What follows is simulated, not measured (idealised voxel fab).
Process module name: voxel gate over fins
Square cells of 5 nm make up the cross-section cut, whose width is 250 nm.
Think of the cross-section as a grid of square cells. We describe it in bands, top to bottom, and each band covers one or more rows of those cells. In this notation a band is specified by the heights of its top and bottom, in that order and in nm, after which its materials appear from left to right, each paired with its width in nm. The word "edge to edge" attached to a single material means that material fills the band from edge to edge; the word "empty" stands for empty space. Heights are reckoned from 0. Under this level, the received wafer is all of one material. The bottommost band is open-ended downward, for example "0 nm and below". Width "30->40": first value at the band's top row of cells, second value at its bottom row, equal change from row to row. Step note "stayed the same" = no cross-section cell changed. You'll see "Entrapped void list" listing empty spaces that have no way open to the top, as long as they're 8 cells or more; the notation is width x height at distance, where the distance is from the left edge, and all of it is in nm. Step line, after settings: the simulator's comment on this step. overlay nm: where the mask lay relative to plan, measured to the right, on steps with a mask; negatives go left.

LISTED BELOW ARE THE PROCESS STEPS AS PLANNED
1,RECEIVE (material Si)
2,CONFORMAL_DEP (material SiN; thk nm 5)
3,MASKED_ETCH (tone cover; mask id FINS; width nm 15; pitch nm 60; etch materials SiN; depth nm 5; overlay nm 0)
4,MASKED_ETCH (tone cover; mask id FINS; width nm 15; pitch nm 60; etch materials Si; depth nm 40; overlay nm 0)
5,OXIDIZE (depth nm 5)
6,FILL_DEP (material SiO2; thk nm 10)
7,CMP (height nm 5)
8,DIRECTIONAL_DEP (material aC; thk nm 10)
9,PATTERN (tone open; mask id RAIL; material resist; width nm 15; thk nm 30; overlay nm 0)
10,DIRECTIONAL_ETCH (etch materials aC; depth nm 10)
11,STRIP (etch materials resist)
12,DIRECTIONAL_ETCH (etch materials SiO2; depth nm 40)
13,STRIP (etch materials aC)
14,CONFORMAL_DEP (material TiN; thk nm 5)
15,FILL_DEP (material W; thk nm 10)
16,CMP (height nm 5)
17,SELECTIVE_ETCH (etch materials W Ru TiN; depth nm 25)
18,FILL_DEP (material SiO2; thk nm 5)
19,CMP (height nm 5)
20,SELECTIVE_ETCH (etch materials SiO2; depth nm 15)
21,STRIP (etch materials SiN)
22,CONFORMAL_DEP (material HfO2; thk nm 5)
23,CONFORMAL_DEP (material TiN; thk nm 5)
24,CONFORMAL_DEP (material TiAl; thk nm 5)
25,CONFORMAL_DEP (material TiN; thk nm 5)
26,FILL_DEP (material W; thk nm 10)
27,CMP (height nm 25)
28,CONFORMAL_DEP (material SiN; thk nm 10)

THE FIRST OF TWO WAFERS, RUN AS PLANNED

RECEIVED-STATE CROSS-SECTION, REFLECTING COMPLETION OF STEP 1
0 nm and below | Si edge to edge
Entrapped void list: none

TAKE A LOOK AT THE WAFER'S CROSS-SECTION AFTER STEP 2
5 nm to 0 nm | SiN edge to edge
Nothing below the height 0 has changed.

TAKE A LOOK AT THE WAFER'S CROSS-SECTION AFTER STEP 3
5 nm to 0 nm | 55 nm empty, then 15 nm SiN, then 45 nm empty, then 15 nm SiN, then 45 nm empty, then 15 nm SiN, then 60 nm empty
Nothing below the height 0 has changed.

TAKE A LOOK AT THE WAFER'S CROSS-SECTION AFTER STEP 4
5 nm to 0 nm | 55 nm empty, then 15 nm SiN, then 45 nm empty, then 15 nm SiN, then 45 nm empty, then 15 nm SiN, then 60 nm empty
0 nm to -40 nm | 55 nm empty, then 15 nm Si, then 45 nm empty, then 15 nm Si, then 45 nm empty, then 15 nm Si, then 60 nm empty
Nothing below the height -40 has changed.

TAKE A LOOK AT THE WAFER'S CROSS-SECTION AFTER STEP 5
5 nm to 0 nm | 55 nm empty, then 15 nm SiN, then 45 nm empty, then 15 nm SiN, then 45 nm empty, then 15 nm SiN, then 60 nm empty
0 nm to -40 nm | 55 nm empty, then 5 nm SiO2, then 5 nm Si, then 5 nm SiO2, then 45 nm empty, then 5 nm SiO2, then 5 nm Si, then 5 nm SiO2, then 45 nm empty, then 5 nm SiO2, then 5 nm Si, then 5 nm SiO2, then 60 nm empty
-40 nm to -45 nm | 60 nm SiO2, then 5 nm Si, then 55 nm SiO2, then 5 nm Si, then 55 nm SiO2, then 5 nm Si, then 65 nm SiO2
Nothing below the height -45 has changed.

TAKE A LOOK AT THE WAFER'S CROSS-SECTION AFTER STEP 6
15 nm to 5 nm | SiO2 edge to edge
5 nm to 0 nm | 55 nm SiO2, then 15 nm SiN, then 45 nm SiO2, then 15 nm SiN, then 45 nm SiO2, then 15 nm SiN, then 60 nm SiO2
0 nm to -45 nm | 60 nm SiO2, then 5 nm Si, then 55 nm SiO2, then 5 nm Si, then 55 nm SiO2, then 5 nm Si, then 65 nm SiO2
Nothing below the height -45 has changed.

TAKE A LOOK AT THE WAFER'S CROSS-SECTION AFTER STEP 7
5 nm to 0 nm | 55 nm SiO2, then 15 nm SiN, then 45 nm SiO2, then 15 nm SiN, then 45 nm SiO2, then 15 nm SiN, then 60 nm SiO2
Nothing below the height 0 has changed.

TAKE A LOOK AT THE WAFER'S CROSS-SECTION AFTER STEP 8
15 nm to 5 nm | aC edge to edge
Nothing below the height 5 has changed.

TAKE A LOOK AT THE WAFER'S CROSS-SECTION AFTER STEP 9
45 nm to 15 nm | 85 nm resist, then 15 nm empty, then 150 nm resist
Nothing below the height 15 has changed.

TAKE A LOOK AT THE WAFER'S CROSS-SECTION AFTER STEP 10
35 nm to 15 nm | 85 nm resist, then 15 nm empty, then 150 nm resist
15 nm to 5 nm | 85 nm aC, then 15 nm empty, then 150 nm aC
Nothing below the height 5 has changed.

TAKE A LOOK AT THE WAFER'S CROSS-SECTION AFTER STEP 11
15 nm to 5 nm | 85 nm aC, then 15 nm empty, then 150 nm aC
Nothing below the height 5 has changed.

TAKE A LOOK AT THE WAFER'S CROSS-SECTION AFTER STEP 12
15 nm to 5 nm | 85 nm aC, then 15 nm empty, then 150 nm aC
5 nm to 0 nm | 55 nm SiO2, then 15 nm SiN, then 15 nm SiO2, then 15 nm empty, then 15 nm SiO2, then 15 nm SiN, then 45 nm SiO2, then 15 nm SiN, then 60 nm SiO2
0 nm to -35 nm | 60 nm SiO2, then 5 nm Si, then 20 nm SiO2, then 15 nm empty, then 20 nm SiO2, then 5 nm Si, then 55 nm SiO2, then 5 nm Si, then 65 nm SiO2
Nothing below the height -35 has changed.

TAKE A LOOK AT THE WAFER'S CROSS-SECTION AFTER STEP 13
5 nm to 0 nm | 55 nm SiO2, then 15 nm SiN, then 15 nm SiO2, then 15 nm empty, then 15 nm SiO2, then 15 nm SiN, then 45 nm SiO2, then 15 nm SiN, then 60 nm SiO2
Nothing below the height 0 has changed.

TAKE A LOOK AT THE WAFER'S CROSS-SECTION AFTER STEP 14
10 nm to 5 nm | 90 nm TiN, then 5 nm empty, then 155 nm TiN
5 nm to 0 nm | 55 nm SiO2, then 15 nm SiN, then 15 nm SiO2, then 5 nm TiN, then 5 nm empty, then 5 nm TiN, then 15 nm SiO2, then 15 nm SiN, then 45 nm SiO2, then 15 nm SiN, then 60 nm SiO2
0 nm to -30 nm | 60 nm SiO2, then 5 nm Si, then 20 nm SiO2, then 5 nm TiN, then 5 nm empty, then 5 nm TiN, then 20 nm SiO2, then 5 nm Si, then 55 nm SiO2, then 5 nm Si, then 65 nm SiO2
-30 nm to -35 nm | 60 nm SiO2, then 5 nm Si, then 20 nm SiO2, then 15 nm TiN, then 20 nm SiO2, then 5 nm Si, then 55 nm SiO2, then 5 nm Si, then 65 nm SiO2
Nothing below the height -35 has changed.

TAKE A LOOK AT THE WAFER'S CROSS-SECTION AFTER STEP 15
20 nm to 10 nm | W edge to edge
10 nm to 5 nm | 90 nm TiN, then 5 nm W, then 155 nm TiN
5 nm to 0 nm | 55 nm SiO2, then 15 nm SiN, then 15 nm SiO2, then 5 nm TiN, then 5 nm W, then 5 nm TiN, then 15 nm SiO2, then 15 nm SiN, then 45 nm SiO2, then 15 nm SiN, then 60 nm SiO2
0 nm to -30 nm | 60 nm SiO2, then 5 nm Si, then 20 nm SiO2, then 5 nm TiN, then 5 nm W, then 5 nm TiN, then 20 nm SiO2, then 5 nm Si, then 55 nm SiO2, then 5 nm Si, then 65 nm SiO2
Nothing below the height -30 has changed.

TAKE A LOOK AT THE WAFER'S CROSS-SECTION AFTER STEP 16
5 nm to 0 nm | 55 nm SiO2, then 15 nm SiN, then 15 nm SiO2, then 5 nm TiN, then 5 nm W, then 5 nm TiN, then 15 nm SiO2, then 15 nm SiN, then 45 nm SiO2, then 15 nm SiN, then 60 nm SiO2
Nothing below the height 0 has changed.

TAKE A LOOK AT THE WAFER'S CROSS-SECTION AFTER STEP 17
5 nm to 0 nm | 55 nm SiO2, then 15 nm SiN, then 15 nm SiO2, then 15 nm empty, then 15 nm SiO2, then 15 nm SiN, then 45 nm SiO2, then 15 nm SiN, then 60 nm SiO2
0 nm to -20 nm | 60 nm SiO2, then 5 nm Si, then 20 nm SiO2, then 15 nm empty, then 20 nm SiO2, then 5 nm Si, then 55 nm SiO2, then 5 nm Si, then 65 nm SiO2
Nothing below the height -20 has changed.

TAKE A LOOK AT THE WAFER'S CROSS-SECTION AFTER STEP 18
10 nm to 5 nm | SiO2 edge to edge
5 nm to 0 nm | 55 nm SiO2, then 15 nm SiN, then 45 nm SiO2, then 15 nm SiN, then 45 nm SiO2, then 15 nm SiN, then 60 nm SiO2
0 nm to -20 nm | 60 nm SiO2, then 5 nm Si, then 55 nm SiO2, then 5 nm Si, then 55 nm SiO2, then 5 nm Si, then 65 nm SiO2
Nothing below the height -20 has changed.

TAKE A LOOK AT THE WAFER'S CROSS-SECTION AFTER STEP 19
5 nm to 0 nm | 55 nm SiO2, then 15 nm SiN, then 45 nm SiO2, then 15 nm SiN, then 45 nm SiO2, then 15 nm SiN, then 60 nm SiO2
Nothing below the height 0 has changed.

TAKE A LOOK AT THE WAFER'S CROSS-SECTION AFTER STEP 20
5 nm to 0 nm | 55 nm empty, then 15 nm SiN, then 45 nm empty, then 15 nm SiN, then 45 nm empty, then 15 nm SiN, then 60 nm empty
0 nm to -10 nm | 60 nm empty, then 5 nm Si, then 55 nm empty, then 5 nm Si, then 55 nm empty, then 5 nm Si, then 65 nm empty
Nothing below the height -10 has changed.

TAKE A LOOK AT THE WAFER'S CROSS-SECTION AFTER STEP 21
0 nm to -10 nm | 60 nm empty, then 5 nm Si, then 55 nm empty, then 5 nm Si, then 55 nm empty, then 5 nm Si, then 65 nm empty
Nothing below the height -10 has changed.

TAKE A LOOK AT THE WAFER'S CROSS-SECTION AFTER STEP 22
5 nm to 0 nm | 55 nm empty, then 15 nm HfO2, then 45 nm empty, then 15 nm HfO2, then 45 nm empty, then 15 nm HfO2, then 60 nm empty
0 nm to -5 nm | 55 nm empty, then 5 nm HfO2, then 5 nm Si, then 5 nm HfO2, then 45 nm empty, then 5 nm HfO2, then 5 nm Si, then 5 nm HfO2, then 45 nm empty, then 5 nm HfO2, then 5 nm Si, then 5 nm HfO2, then 60 nm empty
-5 nm to -10 nm | 60 nm HfO2, then 5 nm Si, then 55 nm HfO2, then 5 nm Si, then 55 nm HfO2, then 5 nm Si, then 65 nm HfO2
Nothing below the height -10 has changed.

TAKE A LOOK AT THE WAFER'S CROSS-SECTION AFTER STEP 23
10 nm to 5 nm | 50 nm empty, then 25 nm TiN, then 35 nm empty, then 25 nm TiN, then 35 nm empty, then 25 nm TiN, then 55 nm empty
5 nm to 0 nm | 50 nm empty, then 5 nm TiN, then 15 nm HfO2, then 5 nm TiN, then 35 nm empty, then 5 nm TiN, then 15 nm HfO2, then 5 nm TiN, then 35 nm empty, then 5 nm TiN, then 15 nm HfO2, then 5 nm TiN, then 55 nm empty
0 nm to -5 nm | 55 nm TiN, then 5 nm HfO2, then 5 nm Si, then 5 nm HfO2, then 45 nm TiN, then 5 nm HfO2, then 5 nm Si, then 5 nm HfO2, then 45 nm TiN, then 5 nm HfO2, then 5 nm Si, then 5 nm HfO2, then 60 nm TiN
Nothing below the height -5 has changed.

TAKE A LOOK AT THE WAFER'S CROSS-SECTION AFTER STEP 24
15 nm to 10 nm | 45 nm empty, then 35 nm TiAl, then 25 nm empty, then 35 nm TiAl, then 25 nm empty, then 35 nm TiAl, then 50 nm empty
10 nm to 5 nm | 45 nm empty, then 5 nm TiAl, then 25 nm TiN, then 5 nm TiAl, then 25 nm empty, then 5 nm TiAl, then 25 nm TiN, then 5 nm TiAl, then 25 nm empty, then 5 nm TiAl, then 25 nm TiN, then 5 nm TiAl, then 50 nm empty
5 nm to 0 nm | 50 nm TiAl, then 5 nm TiN, then 15 nm HfO2, then 5 nm TiN, then 35 nm TiAl, then 5 nm TiN, then 15 nm HfO2, then 5 nm TiN, then 35 nm TiAl, then 5 nm TiN, then 15 nm HfO2, then 5 nm TiN, then 55 nm TiAl
Nothing below the height 0 has changed.

TAKE A LOOK AT THE WAFER'S CROSS-SECTION AFTER STEP 25
20 nm to 15 nm | 40 nm empty, then 45 nm TiN, then 15 nm empty, then 45 nm TiN, then 15 nm empty, then 45 nm TiN, then 45 nm empty
15 nm to 10 nm | 40 nm empty, then 5 nm TiN, then 35 nm TiAl, then 5 nm TiN, then 15 nm empty, then 5 nm TiN, then 35 nm TiAl, then 5 nm TiN, then 15 nm empty, then 5 nm TiN, then 35 nm TiAl, then 5 nm TiN, then 45 nm empty
10 nm to 5 nm | 45 nm TiN, then 5 nm TiAl, then 25 nm TiN, then 5 nm TiAl, then 25 nm TiN, then 5 nm TiAl, then 25 nm TiN, then 5 nm TiAl, then 25 nm TiN, then 5 nm TiAl, then 25 nm TiN, then 5 nm TiAl, then 50 nm TiN
Nothing below the height 5 has changed.

TAKE A LOOK AT THE WAFER'S CROSS-SECTION AFTER STEP 26
30 nm to 20 nm | W edge to edge
20 nm to 15 nm | 40 nm W, then 45 nm TiN, then 15 nm W, then 45 nm TiN, then 15 nm W, then 45 nm TiN, then 45 nm W
15 nm to 10 nm | 40 nm W, then 5 nm TiN, then 35 nm TiAl, then 5 nm TiN, then 15 nm W, then 5 nm TiN, then 35 nm TiAl, then 5 nm TiN, then 15 nm W, then 5 nm TiN, then 35 nm TiAl, then 5 nm TiN, then 45 nm W
Nothing below the height 10 has changed.

TAKE A LOOK AT THE WAFER'S CROSS-SECTION AFTER STEP 27
25 nm to 20 nm | W edge to edge
Nothing below the height 20 has changed.

TAKE A LOOK AT THE WAFER'S CROSS-SECTION AFTER STEP 28
35 nm to 25 nm | SiN edge to edge
Nothing below the height 25 has changed.

HERE THE SECOND WAFER IS DESCRIBED. ITS START AND ITS PLAN WERE THOSE OF THE FIRST WAFER. ITS RUN CONTAINED ONE MISTAKE. UP TO AND INCLUDING STEP 22, IT DID EXACTLY WHAT THE FIRST WAFER DID

Cross-section of the second wafer corresponding to the planned conclusion of step 23: stayed the same

CROSS-SECTION OF THE SECOND WAFER CORRESPONDING TO THE PLANNED CONCLUSION OF STEP 24
10 nm to 5 nm | 50 nm empty, then 25 nm TiAl, then 35 nm empty, then 25 nm TiAl, then 35 nm empty, then 25 nm TiAl, then 55 nm empty
5 nm to 0 nm | 50 nm empty, then 5 nm TiAl, then 15 nm HfO2, then 5 nm TiAl, then 35 nm empty, then 5 nm TiAl, then 15 nm HfO2, then 5 nm TiAl, then 35 nm empty, then 5 nm TiAl, then 15 nm HfO2, then 5 nm TiAl, then 55 nm empty
0 nm to -5 nm | 55 nm TiAl, then 5 nm HfO2, then 5 nm Si, then 5 nm HfO2, then 45 nm TiAl, then 5 nm HfO2, then 5 nm Si, then 5 nm HfO2, then 45 nm TiAl, then 5 nm HfO2, then 5 nm Si, then 5 nm HfO2, then 60 nm TiAl
Nothing below the height -5 has changed.

CROSS-SECTION OF THE SECOND WAFER CORRESPONDING TO THE PLANNED CONCLUSION OF STEP 25
15 nm to 10 nm | 45 nm empty, then 35 nm TiN, then 25 nm empty, then 35 nm TiN, then 25 nm empty, then 35 nm TiN, then 50 nm empty
10 nm to 5 nm | 45 nm empty, then 5 nm TiN, then 25 nm TiAl, then 5 nm TiN, then 25 nm empty, then 5 nm TiN, then 25 nm TiAl, then 5 nm TiN, then 25 nm empty, then 5 nm TiN, then 25 nm TiAl, then 5 nm TiN, then 50 nm empty
5 nm to 0 nm | 50 nm TiN, then 5 nm TiAl, then 15 nm HfO2, then 5 nm TiAl, then 35 nm TiN, then 5 nm TiAl, then 15 nm HfO2, then 5 nm TiAl, then 35 nm TiN, then 5 nm TiAl, then 15 nm HfO2, then 5 nm TiAl, then 55 nm TiN
Nothing below the height 0 has changed.

CROSS-SECTION OF THE SECOND WAFER CORRESPONDING TO THE PLANNED CONCLUSION OF STEP 26
25 nm to 15 nm | W edge to edge
15 nm to 10 nm | 45 nm W, then 35 nm TiN, then 25 nm W, then 35 nm TiN, then 25 nm W, then 35 nm TiN, then 50 nm W
10 nm to 5 nm | 45 nm W, then 5 nm TiN, then 25 nm TiAl, then 5 nm TiN, then 25 nm W, then 5 nm TiN, then 25 nm TiAl, then 5 nm TiN, then 25 nm W, then 5 nm TiN, then 25 nm TiAl, then 5 nm TiN, then 50 nm W
Nothing below the height 5 has changed.

Cross-section of the second wafer corresponding to the planned conclusion of step 27: stayed the same

CROSS-SECTION OF THE SECOND WAFER CORRESPONDING TO THE PLANNED CONCLUSION OF STEP 28
35 nm to 25 nm | SiN edge to edge
Nothing below the height 25 has changed.
Processing error: with respect to the plan, step 23 was omitted and not executed
Final comparison by cell count, materials where the second wafer has more or fewer than the first: TiN: 62 fewer; W: 62 more
